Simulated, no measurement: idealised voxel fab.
The process module that follows is named voxel self aligned vias.
Displayed cross-section: cut, width of 300 nm, square cells sized 5 nm.
Format of a cross-section: grid, square cells. Given as bands. Order: top down. Band: one or more rows of cells.
In this notation a band is specified by the heights of its top and bottom, in that order and in nm, after which its materials appear from left to right, each paired with its width in nm. The word "full width" attached to a single material means that material fills the band from edge to edge; the word "air" stands for empty space.
The level at which height equals 0 is the one under which the wafer, as it arrives, is entirely one material. No lower edge exists for the bottom band, which continues downward and is notated as in "0 -> down".
A width given as "30 to 40" starts at the first number in the band's top row and ends at the second number in its bottom row, shifting by an equal amount at every step from row to row.
What does "same as before" mean for a step? It means no cell of the cross-section changed in that step.
"Enclosed void inventory" - sealed voids, min. 8 cells, no opening to top; format: width x height at distance (distance from left edge; nm throughout).
That trailing text on a step's line, after the settings, is the simulator's own remark on the step.
Steps that use a mask can have "overlay nm" on their line. It says how far the mask sat to the right of where it was meant to be. Negative means to the left.

The following list gives the planned process steps
- 1: RECEIVE | material Si
- 2: CONFORMAL_DEP | material SiO2 | thk nm 15
- 3: CONFORMAL_DEP | material SiCN | thk nm 5
- 4: DIRECTIONAL_DEP | material lowk | thk nm 20
- 5: DIRECTIONAL_DEP | material aC | thk nm 10
- 6: PATTERN | tone open | mask id LINES | material resist | width nm 20 | pitch nm 60 | thk nm 30 | overlay nm 0
- 7: DIRECTIONAL_ETCH | etch materials aC | depth nm 10
- 8: STRIP | etch materials resist
- 9: DIRECTIONAL_ETCH | etch materials lowk | depth nm 20
- 10: STRIP | etch materials aC
- 11: CONFORMAL_DEP | material TiN | thk nm 5
- 12: FILL_DEP | material W | thk nm 5
- 13: CMP | height nm 40
- 14: SELECTIVE_ETCH | etch materials W Ru TiN | depth nm 10
- 15: FILL_DEP | material SiN | thk nm 10
- 16: CMP | height nm 40
- 17: DIRECTIONAL_DEP | material lowk | thk nm 15
- 18: PATTERN | tone open | mask id VIAS | material resist | width nm 40 | pitch nm 60 | thk nm 20 | overlay nm 0
- 19: DIRECTIONAL_ETCH | etch materials lowk | depth nm 15
- 20: DIRECTIONAL_ETCH | etch materials SiN | depth nm 10
- 21: STRIP | etch materials resist
- 22: CONFORMAL_DEP | material TiN | thk nm 5
- 23: FILL_DEP | material W | thk nm 5
- 24: CMP | height nm 55
- 25: CONFORMAL_DEP | material SiN | thk nm 5

Cross-section of the wafer at receipt, which is the condition after step 1
* 0 -> down | Si full width
* Enclosed void inventory: none

First of two wafers at the end of the module, shown in cross-section; run carried out as planned
* 60 -> 55 | SiN full width
* 55 -> 45 | lowk (100), then TiN (5), then W (30), then TiN (5), then lowk (20), then TiN (5), then W (30), then TiN (5), then lowk (100)
* 45 -> 35 | lowk (100 to 110), then TiN (15 to 5), then W (10), then TiN (15 to 5), then lowk (20 to 40), then TiN (15 to 5), then W (10), then TiN (15 to 5), then lowk (100 to 110)
* 35 -> 30 | lowk (110), then TiN (20), then lowk (40), then TiN (20), then lowk (110)
* 30 -> 25 | lowk (110), then TiN (5), then W (10), then TiN (5), then lowk (40), then TiN (5), then W (10), then TiN (5), then lowk (110)
* 25 -> 20 | lowk (110), then TiN (20), then lowk (40), then TiN (20), then lowk (110)
* 20 -> 15 | SiCN full width
* 15 -> 0 | SiO2 full width
* 0 -> down | Si full width
* Enclosed void inventory: none

Cross-section, second wafer: same start as the first, same plan as the first, one mistake in running it; taken at the end of the module
* 60 -> 55 | SiN full width
* 55 -> 40 | lowk (100), then TiN (5), then W (30), then TiN (5), then lowk (20), then TiN (5), then W (30), then TiN (5), then lowk (100)
* 40 -> 35 | SiN (100), then TiN (15), then W (10), then TiN (15), then SiN (20), then TiN (15), then W (10), then TiN (15), then SiN (100)
* 35 -> 30 | lowk (110), then TiN (20), then lowk (40), then TiN (20), then lowk (110)
* 30 -> 20 | lowk (110), then TiN (5), then W (10), then TiN (5), then lowk (40), then TiN (5), then W (10), then TiN (5), then lowk (110)
* 20 -> 15 | lowk (110), then TiN (20), then lowk (40), then TiN (20), then lowk (110)
* 15 -> 0 | SiO2 full width
* 0 -> down | Si full width
* Enclosed void inventory: none
Deviation from plan: heads up, step 3 of the plan was skipped and never actually ran
Looking at both finished wafers in cells, the second ends up ahead of or behind the first on some materials: 60 fewer of SiCN | 44 more of SiN | 4 more of TiN | 12 more of W
